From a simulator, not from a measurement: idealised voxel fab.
Documented hereafter: the process module known as voxel capacitor over wiring.
Cross-section cut spans 290 nm and uses square cells 5 nm in size.
Square cells in a grid make up a cross-section in this document, and the grid is given as bands, listed from the top down, each one or more rows of cells.
Heights first: top, then bottom, in nm. Then materials, left to right, each with a width in nm. "full width" on a single material: fills the band edge to edge. "air": empty space.
Zero point of the height axis is 0; under it, received wafer = one material. Lowest band: continues down indefinitely, "0 nm and below".
With a width like "30->40", each row of cells in the band differs from the next by the same amount, the top row carrying the first number and the bottom row the second.
Reading "identical to before" for a step: not a cell of the cross-section changed in it.
Under "Enclosed internal voids" you'll find the enclosed gaps, the ones with no way out to the top, that are 8 cells or bigger; each reads width x height at distance, with distance counted from the left edge, everything in nm.
Note: text after step settings on the step line = simulator remark on that step.
overlay nm: step with mask; distance mask lay right of planned place; negative value = left of planned place.
Plan
1) RECEIVE,material Si
2) CONFORMAL_DEP,material SiO2,thk nm 10
3) CONFORMAL_DEP,material SiCN,thk nm 5
4) DIRECTIONAL_DEP,material SiO2,thk nm 25
5) PATTERN,tone open,mask id METAL_1,material resist,width nm 20,pitch nm 80,thk nm 15,overlay nm 0
6) DIRECTIONAL_ETCH,etch materials SiO2,depth nm 25
7) DIRECTIONAL_ETCH,etch materials SiCN,depth nm 5
8) STRIP,etch materials resist
9) CONFORMAL_DEP,material TiN,thk nm 5
10) FILL_DEP,material Cu,thk nm 10
11) CMP,height nm 40
12) CONFORMAL_DEP,material SiCN,thk nm 5
13) DIRECTIONAL_DEP,material lowk,thk nm 15
14) MASKED_ETCH,tone open,mask id PLUG_1,width nm 15,etch materials lowk,depth nm 15,overlay nm 0
15) MASKED_ETCH,tone open,mask id PLUG_1,width nm 15,etch materials SiCN,depth nm 5,overlay nm 0
16) CONFORMAL_DEP,material TiN,thk nm 5
17) FILL_DEP,material Cu,thk nm 10
18) CMP,height nm 60
19) DIRECTIONAL_DEP,material TiN,thk nm 10
20) DIRECTIONAL_DEP,material Al2O3,thk nm 5
21) DIRECTIONAL_DEP,material TiN,thk nm 5
22) DIRECTIONAL_DEP,material aC,thk nm 15
23) PATTERN,tone cover,mask id UPPER_PLATE,material resist,width nm 65,thk nm 35,overlay nm -15
24) DIRECTIONAL_ETCH,etch materials aC,depth nm 15
25) STRIP,etch materials resist
26) DIRECTIONAL_ETCH,etch materials TiN,depth nm 5
27) DIRECTIONAL_ETCH,etch materials Al2O3,depth nm 5
28) STRIP,etch materials aC
29) PATTERN,tone cover,mask id LOWER_PLATE,material resist,width nm 75,thk nm 20,overlay nm 0
30) DIRECTIONAL_ETCH,etch materials TiN,depth nm 10
31) STRIP,etch materials resist
32) FILL_DEP,material SiO2,thk nm 15
33) CMP,height nm 90
34) DIRECTIONAL_DEP,material aC,thk nm 10
35) PATTERN,tone open,mask id PLUG_2,material resist,width nm 15,thk nm 25,overlay nm 0
36) DIRECTIONAL_ETCH,etch materials aC,depth nm 10
37) STRIP,etch materials resist
38) DIRECTIONAL_ETCH,etch materials SiO2,depth nm 10
39) STRIP,etch materials aC
40) CONFORMAL_DEP,material TiN,thk nm 5
41) FILL_DEP,material Ru,thk nm 5
42) CMP,height nm 90
43) CONFORMAL_DEP,material SiN,thk nm 5
Among the wafers covered here, the point of difference is the overlay nm at step 23; their starting state is shared, and the plan presents the value of the first wafer.
Cross-section of the first incoming wafer of several, state after step 1
> 0 nm and below: Si full width
> Enclosed internal voids: none
Below, a row for every wafer. Read it as the end-of-module picture: for each material the wafer shows its cells gained (+) or lost (-) since it was received, and then its closed voids
overlay nm -15; +13 Al2O3; +23 Cu; +1 Ru; +105 SiCN; +58 SiN; +650 SiO2; +87 TiN; +165 lowk; Enclosed internal voids: none
overlay nm -10; +13 Al2O3; +23 Cu; +1 Ru; +105 SiCN; +58 SiN; +651 SiO2; +86 TiN; +165 lowk; Enclosed internal voids: none
overlay nm -5; +13 Al2O3; +23 Cu; +1 Ru; +105 SiCN; +58 SiN; +652 SiO2; +85 TiN; +165 lowk; Enclosed internal voids: none
overlay nm 0; +13 Al2O3; +23 Cu; +1 Ru; +105 SiCN; +58 SiN; +652 SiO2; +85 TiN; +165 lowk; Enclosed internal voids: none
overlay nm 5; +13 Al2O3; +23 Cu; +1 Ru; +105 SiCN; +58 SiN; +652 SiO2; +85 TiN; +165 lowk; Enclosed internal voids: none
overlay nm 10; +13 Al2O3; +23 Cu; +1 Ru; +105 SiCN; +58 SiN; +651 SiO2; +86 TiN; +165 lowk; Enclosed internal voids: none
overlay nm 15; +13 Al2O3; +23 Cu; +1 Ru; +105 SiCN; +58 SiN; +650 SiO2; +87 TiN; +165 lowk; Enclosed internal voids: none
